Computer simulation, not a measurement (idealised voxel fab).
Process module, titled voxel released beams
Xsec cut, 190 nm wide, square cell size 5 nm.
A cross-section is a grid of square cells, given in bands from the top down. A band is one or more rows of cells.
For a band, the entry starts with two heights in nm, that of the top and then that of the bottom, and carries on with the band's materials in order from left to right, each alongside its width in nm; the word "all across" beside a single material means it fills the band edge to edge, and "air" means empty space.
Counting heights begins at 0, where everything beneath is, in the wafer as received, one material. The lowest band has no bottom; it goes on downwards, as "z 0 and below" shows.
With a width like "30 to 40", each row of cells in the band differs from the next by the same amount, the top row carrying the first number and the bottom row the second.
"no change occurred" for a step: no cell of the cross-section changed in that step.
"Closed-off voids" - sealed voids, min. 8 cells, no opening to top; format: width x height at distance (distance from left edge; nm throughout).
On each step's line, the part that comes after the settings is the simulator's own comment on the step.
"overlay nm" on a masked step: distance the mask lay right of its planned place, negative for left.

Below is the list of planned process steps
step 1: RECEIVE: material Si
step 2: CONFORMAL_DEP: material Al2O3, thk nm 5
step 3: DIRECTIONAL_DEP: material SiO2, thk nm 20
step 4: MASKED_ETCH: tone open, mask id ANCHOR, width nm 35, etch materials SiO2, depth nm 20, overlay nm 0
step 5: CONFORMAL_DEP: material W, thk nm 15
step 6: DIRECTIONAL_DEP: material aC, thk nm 10
step 7: PATTERN: tone cover, mask id BEAM, material resist, width nm 115, thk nm 25, overlay nm 0
step 8: DIRECTIONAL_ETCH: etch materials aC, depth nm 10
step 9: STRIP: etch materials resist
step 10: DIRECTIONAL_ETCH: etch materials W, depth nm 15
step 11: STRIP: etch materials aC
step 12: STRIP: etch materials SiO2

The cross-section here shows the wafer as received, i.e. in its state after step 1
	z 0 and below = Si all across
	Closed-off voids: none

Cross-section, first of two wafers, end of module, run as planned
	z 40 to 25 = 35 air | 20 W | 5 air | 90 W | 40 air
	z 25 to 20 = 40 air | 15 W | 5 air | 15 W | 115 air
	z 20 to 5 = 40 air | 35 W | 115 air
	z 5 to 0 = Al2O3 all across
	z 0 and below = Si all across
	Closed-off voids: none

Second wafer cross-section at end of module - shared start and plan with the first, one mistake in the run
	z 50 to 40 = 55 Al2O3 | 5 air | 130 Al2O3
	z 40 to 30 = 55 W | 5 air | 130 W
	z 30 to 25 = 55 W | 5 Al2O3 | 130 W
	z 25 to 20 = 40 SiO2 | 15 W | 5 Al2O3 | 15 W | 115 SiO2
	z 20 to 5 = 40 SiO2 | 35 W | 115 SiO2
	z 5 to 0 = Al2O3 all across
	z 0 and below = Si all across
	Closed-off voids: none
Deviation noted in wafer processing: step 6, actual vs plan mismatch, actual run DIRECTIONAL_DEP: material Al2O3, thk nm 10
The final cell counts differ between the wafers, with the second having more or fewer of some materials than the first: 76 more of Al2O3 | 124 more of SiO2 | 45 more of W
